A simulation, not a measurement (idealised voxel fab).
This section sets out a process module, namely voxel lift off.
Xsec cut, 140 nm wide, square cell size 5 nm.
The cross-sections in this document take the form of a grid made of square cells. They are written out as bands, in order from top to bottom. Each band consists of one or more rows of cells.
Read a band's entry like this: the first values are the height of its top and the height of its bottom in nm, and what follows is the sequence of materials from left to right, each with its width in nm. Note that "air" is empty space, and that a single material marked "all across" reaches across the band from edge to edge.
Height is counted from the level 0, under which the received wafer is composed throughout of one material. The lowest of the bands is not closed at the bottom but continues downward, in the notation "0 and below".
Width "30 to 40": first value at the band's top row of cells, second value at its bottom row, equal change from row to row.
Where the words "identical to before" appear for a step, the cross-section shows no cell changed by that step; every cell remained as before.
"Listed closed voids": sealed empty spaces, 8 cells or more, no open way to top, listed width x height at distance, with distance from the left edge and width, height and distance in nm.
Read whatever lies past the settings on a step's line as the simulator's own remark about the step.
overlay nm: mask right of planned place by this much (step with mask). Neg. = left.
PROCESS STEPS - PLAN
1. RECEIVE with material Si
2. CONFORMAL_DEP with material Al2O3, thk nm 15
3. PATTERN with tone open, mask id LINES, material resist, width nm 25, pitch nm 40, thk nm 20, overlay nm 0
4. DIRECTIONAL_DEP with material Ru, thk nm 10
5. STRIP with etch materials resist
6. CONFORMAL_DEP with material SiO2, thk nm 5
The wafers in this document start out alike and differ in the thk nm applied at step 6; the plan shows the value used for the first wafer.
THE AS-RECEIVED CROSS-SECTION OF THE FIRST OF SEVERAL WAFERS CORRESPONDS TO THE STATE AFTER STEP 1
> 0 and below = Si all across
> Listed closed voids: none
BELOW: A ROW PER WAFER. CONTENTS AT END OF MODULE: FOR EVERY MATERIAL, CELLS GAINED SINCE RECEIPT (+) OR LOST SINCE RECEIPT (-); THEN CLOSED VOIDS
thk nm 5 | +84 Al2O3 | +20 Ru | +36 SiO2 | Listed closed voids: none
thk nm 10 | +84 Al2O3 | +20 Ru | +70 SiO2 | Listed closed voids: none
thk nm 15 | +84 Al2O3 | +20 Ru | +102 SiO2 | Listed closed voids: none
thk nm 20 | +84 Al2O3 | +20 Ru | +134 SiO2 | Listed closed voids: none
thk nm 25 | +84 Al2O3 | +20 Ru | +166 SiO2 | Listed closed voids: none
